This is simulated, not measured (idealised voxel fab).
process module | voxel air gaps
cross-section cut | 295 nm wide | cells 5 nm
A cross-section is a grid of square cells, given in bands from the top down. A band is one or more rows of cells.
Each band's line starts with the height of the band's top and of its bottom, in nm. Then come its materials from left to right, each with its width in nm. One material with "throughout" fills the band from edge to edge. "air" is empty space.
Height 0 is the level under which the wafer as received is all one material. The lowest band goes on downwards, as in "0 down".
A width such as "30 to 40" changes by the same amount from each row of cells to the next, from the band's top row to its bottom row.
"no change" after a step means that no cell of the cross-section changed.
closed voids: empty space of 8 cells or more with no open way to the top, each as width x height at its distance from the left edge, in nm
after a step's settings: what the simulator itself notes on the step
overlay nm, on a step with a mask: how far to the right of its planned place the mask lay; to the left if negative
plan
1 op RECEIVE | material Si
2 op CONFORMAL_DEP | material SiO2 | thk nm 15
3 op CONFORMAL_DEP | material SiCN | thk nm 5
4 op DIRECTIONAL_DEP | material SiO2 | thk nm 40
5 op DIRECTIONAL_DEP | material aC | thk nm 10
6 op PATTERN | tone open | mask id LINES | material resist | width nm 15 | pitch nm 45 | thk nm 30 | overlay nm 0
7 op DIRECTIONAL_ETCH | etch materials aC | depth nm 10
8 op STRIP | etch materials resist
9 op DIRECTIONAL_ETCH | etch materials SiO2 | depth nm 40
10 op STRIP | etch materials aC
11 op CONFORMAL_DEP | material TiN | thk nm 5
12 op FILL_DEP | material W | thk nm 5
13 op CMP | height nm 60
14 op EPI | material Ru | thk nm 10
15 op SELECTIVE_ETCH | etch materials SiO2 | depth nm 50
16 op CONFORMAL_DEP | material SiCN | thk nm 5
first wafer, as planned
as received, after step 1
  0 down: Si throughout
  closed voids: none
after step 2
  15 to 0: SiO2 throughout
  below 0: unchanged
after step 3
  20 to 15: SiCN throughout
  below 15: unchanged
after step 4
  60 to 20: SiO2 throughout
  below 20: unchanged
after step 5
  70 to 60: aC throughout
  below 60: unchanged
after step 6
  100 to 70: resist 95 | air 15 | resist 30 | air 15 | resist 30 | air 15 | resist 95
  below 70: unchanged
after step 7
  90 to 70: resist 95 | air 15 | resist 30 | air 15 | resist 30 | air 15 | resist 95
  70 to 60: aC 95 | air 15 | aC 30 | air 15 | aC 30 | air 15 | aC 95
  below 60: unchanged
after step 8
  70 to 60: aC 95 | air 15 | aC 30 | air 15 | aC 30 | air 15 | aC 95
  below 60: unchanged
after step 9
  70 to 60: aC 95 | air 15 | aC 30 | air 15 | aC 30 | air 15 | aC 95
  60 to 20: SiO2 95 | air 15 | SiO2 30 | air 15 | SiO2 30 | air 15 | SiO2 95
  below 20: unchanged
after step 10
  60 to 20: SiO2 95 | air 15 | SiO2 30 | air 15 | SiO2 30 | air 15 | SiO2 95
  below 20: unchanged
after step 11
  65 to 60: TiN 100 | air 5 | TiN 40 | air 5 | TiN 40 | air 5 | TiN 100
  60 to 25: SiO2 95 | TiN 5 | air 5 | TiN 5 | SiO2 30 | TiN 5 | air 5 | TiN 5 | SiO2 30 | TiN 5 | air 5 | TiN 5 | SiO2 95
  25 to 20: SiO2 95 | TiN 15 | SiO2 30 | TiN 15 | SiO2 30 | TiN 15 | SiO2 95
  below 20: unchanged
after step 12
  70 to 65: W throughout
  65 to 60: TiN 100 | W 5 | TiN 40 | W 5 | TiN 40 | W 5 | TiN 100
  60 to 25: SiO2 95 | TiN 5 | W 5 | TiN 5 | SiO2 30 | TiN 5 | W 5 | TiN 5 | SiO2 30 | TiN 5 | W 5 | TiN 5 | SiO2 95
  below 25: unchanged
after step 13
  60 to 25: SiO2 95 | TiN 5 | W 5 | TiN 5 | SiO2 30 | TiN 5 | W 5 | TiN 5 | SiO2 30 | TiN 5 | W 5 | TiN 5 | SiO2 95
  below 25: unchanged
after step 14
  70 to 60: air 85 | Ru 35 | air 10 | Ru 35 | air 10 | Ru 35 | air 85
  below 60: unchanged
after step 15
  70 to 60: air 85 | Ru 35 | air 10 | Ru 35 | air 10 | Ru 35 | air 85
  60 to 25: air 95 | TiN 5 | W 5 | TiN 5 | air 30 | TiN 5 | W 5 | TiN 5 | air 30 | TiN 5 | W 5 | TiN 5 | air 95
  25 to 20: air 95 | TiN 15 | air 30 | TiN 15 | air 30 | TiN 15 | air 95
  below 20: unchanged
after step 16
  75 to 70: air 80 | SiCN 135 | air 80
  70 to 60: air 80 | SiCN 5 | Ru 35 | SiCN 10 | Ru 35 | SiCN 10 | Ru 35 | SiCN 5 | air 80
  60 to 55: air 80 | SiCN 15 | TiN 5 | W 5 | TiN 5 | SiCN 30 | TiN 5 | W 5 | TiN 5 | SiCN 30 | TiN 5 | W 5 | TiN 5 | SiCN 15 | air 80
  55 to 25: air 90 | SiCN 5 | TiN 5 | W 5 | TiN 5 | SiCN 5 | air 20 | SiCN 5 | TiN 5 | W 5 | TiN 5 | SiCN 5 | air 20 | SiCN 5 | TiN 5 | W 5 | TiN 5 | SiCN 5 | air 90
  25 to 20: SiCN 95 | TiN 15 | SiCN 30 | TiN 15 | SiCN 30 | TiN 15 | SiCN 95
  below 20: unchanged
  closed voids: 20 x 30 at 115; 20 x 30 at 160
second wafer: like start, like plan, one mistake. Through step 3 it matches the first wafer
when step 4 should have ended
  55 to 20: SiO2 throughout
  below 20: unchanged
when step 5 should have ended
  65 to 55: aC throughout
  below 55: unchanged
when step 6 should have ended
  95 to 65: resist 95 | air 15 | resist 30 | air 15 | resist 30 | air 15 | resist 95
  below 65: unchanged
when step 7 should have ended
  85 to 65: resist 95 | air 15 | resist 30 | air 15 | resist 30 | air 15 | resist 95
  65 to 55: aC 95 | air 15 | aC 30 | air 15 | aC 30 | air 15 | aC 95
  below 55: unchanged
when step 8 should have ended
  65 to 55: aC 95 | air 15 | aC 30 | air 15 | aC 30 | air 15 | aC 95
  below 55: unchanged
when step 9 should have ended
  65 to 55: aC 95 | air 15 | aC 30 | air 15 | aC 30 | air 15 | aC 95
  55 to 20: SiO2 95 | air 15 | SiO2 30 | air 15 | SiO2 30 | air 15 | SiO2 95
  below 20: unchanged
when step 10 should have ended
  55 to 20: SiO2 95 | air 15 | SiO2 30 | air 15 | SiO2 30 | air 15 | SiO2 95
  below 20: unchanged
when step 11 should have ended
  60 to 55: TiN 100 | air 5 | TiN 40 | air 5 | TiN 40 | air 5 | TiN 100
  55 to 25: SiO2 95 | TiN 5 | air 5 | TiN 5 | SiO2 30 | TiN 5 | air 5 | TiN 5 | SiO2 30 | TiN 5 | air 5 | TiN 5 | SiO2 95
  25 to 20: SiO2 95 | TiN 15 | SiO2 30 | TiN 15 | SiO2 30 | TiN 15 | SiO2 95
  below 20: unchanged
when step 12 should have ended
  65 to 60: W throughout
  60 to 55: TiN 100 | W 5 | TiN 40 | W 5 | TiN 40 | W 5 | TiN 100
  55 to 25: SiO2 95 | TiN 5 | W 5 | TiN 5 | SiO2 30 | TiN 5 | W 5 | TiN 5 | SiO2 30 | TiN 5 | W 5 | TiN 5 | SiO2 95
  below 25: unchanged
when step 13 should have ended
  60 to 55: TiN 100 | W 5 | TiN 40 | W 5 | TiN 40 | W 5 | TiN 100
  below 55: unchanged
when step 14 should have ended
  70 to 60: Ru throughout
  below 60: unchanged
when step 15 should have ended: no change
when step 16 should have ended
  75 to 70: SiCN throughout
  below 70: unchanged
what went wrong: step 4 ran as: op DIRECTIONAL_DEP | material SiO2 | thk nm 35
at the end the second wafer has, in cells: 76 more of Ru | 84 fewer of SiCN | 350 more of SiO2 | 50 more of TiN
closed voids at the end (first wafer, second wafer): 2, 0
